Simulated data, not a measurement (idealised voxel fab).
The process module presented herein is designated voxel self aligned vias.
Shown is cross-section cut, with a width of 275 nm and square cells of size 5 nm.
Format of a cross-section: grid, square cells. Given as bands. Order: top down. Band: one or more rows of cells.
First you get the band's top height and its bottom height, in nm, and then the materials it's made of, left to right, with each width in nm. If you see a single material with "throughout", that one covers the band edge to edge. "blank" is empty space.
Height datum 0, below which the as-received substrate wafer is one material. Lowest band open at the bottom, running downward: "0 nm and below".
Quick explanation for "30..40": the width changes in equal steps down the rows of cells, from the first number in the band's top row to the second number in its bottom row.
"nothing changed" means the step left every cell of the cross-section as it was.
"Sealed void inventory": sealed empty spaces, 8 cells or more, no open way to top, listed width x height at distance, with distance from the left edge and width, height and distance in nm.
Post-settings text on a step line: simulator's own remark regarding the step.
overlay nm: on a step with a mask, how far right of its planned place the mask lay; negative means left.

Process steps - plan
1,RECEIVE, material Si
2,CONFORMAL_DEP, material SiO2, thk nm 15
3,CONFORMAL_DEP, material SiCN, thk nm 5
4,DIRECTIONAL_DEP, material lowk, thk nm 20
5,PATTERN, tone open, mask id LINES, material resist, width nm 25, pitch nm 60, thk nm 15, overlay nm 0
6,DIRECTIONAL_ETCH, etch materials lowk, depth nm 20
7,STRIP, etch materials resist
8,CONFORMAL_DEP, material TiN, thk nm 5
9,FILL_DEP, material Ru, thk nm 5
10,CMP, height nm 40
11,SELECTIVE_ETCH, etch materials W Ru TiN, depth nm 10
12,FILL_DEP, material SiN, thk nm 5
13,CMP, height nm 40
14,DIRECTIONAL_DEP, material lowk, thk nm 15
15,PATTERN, tone open, mask id VIAS, material resist, width nm 35, pitch nm 60, thk nm 15, overlay nm 0
16,DIRECTIONAL_ETCH, etch materials lowk, depth nm 15
17,DIRECTIONAL_ETCH, etch materials SiN, depth nm 10
18,STRIP, etch materials resist
19,CONFORMAL_DEP, material TiN, thk nm 5
20,FILL_DEP, material Cu, thk nm 10
21,CMP, height nm 55
22,CONFORMAL_DEP, material SiCN, thk nm 5

Cross-section of the incoming wafer, state after step 1
	0 nm and below  Si throughout
	Sealed void inventory: none

Run as planned - first of the two wafers cross-sectioned at the end of the module
	60 nm to 55 nm  SiCN throughout
	55 nm to 45 nm  lowk 90, then TiN 5, then Cu 25, then TiN 5, then lowk 25, then TiN 5, then Cu 25, then TiN 5, then lowk 90
	45 nm to 35 nm  lowk 90..95, then TiN 10..5, then Cu 15, then TiN 10..5, then lowk 25..35, then TiN 10..5, then Cu 15, then TiN 10..5, then lowk 90..95
	35 nm to 30 nm  lowk 95, then TiN 25, then lowk 35, then TiN 25, then lowk 95
	30 nm to 25 nm  lowk 95, then TiN 5, then Ru 15, then TiN 5, then lowk 35, then TiN 5, then Ru 15, then TiN 5, then lowk 95
	25 nm to 20 nm  lowk 95, then TiN 25, then lowk 35, then TiN 25, then lowk 95
	20 nm to 15 nm  SiCN throughout
	15 nm to 0 nm  SiO2 throughout
	0 nm and below  Si throughout
	Sealed void inventory: none

This is the second of the two wafers, cross-sectioned at the end of the module; it started exactly like the first and was given the same plan, but it was run with one mistake
	60 nm to 55 nm  SiCN throughout
	55 nm to 35 nm  lowk 90, then TiN 5, then Cu 25, then TiN 5, then lowk 25, then TiN 5, then Cu 25, then TiN 5, then lowk 90
	35 nm to 30 nm  lowk 90, then TiN 35, then lowk 25, then TiN 35, then lowk 90
	30 nm to 25 nm  lowk 90, then TiN 10, then Ru 15, then TiN 10, then lowk 25, then TiN 10, then Ru 15, then TiN 10, then lowk 90
	25 nm to 20 nm  lowk 95, then TiN 25, then lowk 35, then TiN 25, then lowk 95
	20 nm to 15 nm  SiCN throughout
	15 nm to 0 nm  SiO2 throughout
	0 nm and below  Si throughout
	Sealed void inventory: none
The mistake made against the process plan was this: plan step 16 ran twice
Counted in cells at the end, the second wafer holds more or fewer of these materials than the first: +8 Cu, +4 TiN, -12 lowk
